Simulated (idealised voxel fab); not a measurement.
Process module name: voxel trench capacitor
Pictured: cross-section cut, 275 nm wide, on a grid of 5 nm square cells.
We lay out every cross-section as a grid of square cells and spell it out in bands from the top down, where one band means one or more rows of cells.
Quick guide to a band line: top height, bottom height (nm) up front; then every material left to right with its width in nm. Only one material and it's marked "full width"? Then it fills the band edge to edge. And "blank" just means empty space.
It should be noted that heights are counted from 0, beneath which the wafer as supplied is of one material throughout, and that the lowest band possesses no lower boundary but continues downward, as written in "0 and below".
The expression "30..40" gives the width at the extremes of the band, the first number at its top row of cells and the second at its bottom row, with the width changing by equal amounts from each row to the next in between.
You'll sometimes find "stayed the same" written for a step, and that's the way of saying that nowhere in the cross-section did a cell change during that step.
The entry titled "Catalogued sealed voids" provides the empty spaces that have no open way to the top, restricted to those of 8 cells or more. Each is presented as width x height at distance, the distance being measured from the left edge, with all three in nm.
Note: text after step settings on the step line = simulator remark on that step.
If you see "overlay nm" on a step's line and that step has a mask, it's telling you how far right of where it was planned the mask ended up; a negative number means it went left instead.

BELOW IS THE LIST OF PLANNED PROCESS STEPS
1: op RECEIVE | material Si
2: op CONFORMAL_DEP | material SiN | thk nm 10
3: op DIRECTIONAL_DEP | material aC | thk nm 10
4: op PATTERN | tone open | mask id TRENCH | material resist | width nm 25 | pitch nm 45 | thk nm 30 | overlay nm 0
5: op DIRECTIONAL_ETCH | etch materials aC | depth nm 10
6: op STRIP | etch materials resist
7: op DIRECTIONAL_ETCH | etch materials SiN | depth nm 10
8: op DIRECTIONAL_ETCH | etch materials Si | depth nm 15
9: op STRIP | etch materials aC
10: op CONFORMAL_DEP | material HfO2 | thk nm 5
11: op CONFORMAL_DEP | material TiN | thk nm 5
12: op FILL_DEP | material W | thk nm 10
13: op CMP | height nm 10
It is noted that the wafers described herein are identical at the outset and are distinguished by the depth nm of step 8; the value stated in the plan corresponds to the first wafer.

RECEIVED WAFERS, FIRST OF SEVERAL: CROSS-SECTION AFTER STEP 1
* 0 and below | Si full width
* Catalogued sealed voids: none

BELOW: A ROW PER WAFER. CONTENTS AT END OF MODULE: FOR EVERY MATERIAL, CELLS GAINED SINCE RECEIPT (+) OR LOST SINCE RECEIPT (-); THEN CLOSED VOIDS
depth nm 15; +52 HfO2; -60 Si; +70 SiN; +36 TiN; +12 W; Catalogued sealed voids: none
depth nm 20; +60 HfO2; -80 Si; +70 SiN; +44 TiN; +16 W; Catalogued sealed voids: none
depth nm 25; +68 HfO2; -100 Si; +70 SiN; +52 TiN; +20 W; Catalogued sealed voids: none
depth nm 30; +76 HfO2; -120 Si; +70 SiN; +60 TiN; +24 W; Catalogued sealed voids: none
depth nm 35; +84 HfO2; -140 Si; +70 SiN; +68 TiN; +28 W; Catalogued sealed voids: none
depth nm 40; +92 HfO2; -160 Si; +70 SiN; +76 TiN; +32 W; Catalogued sealed voids: none
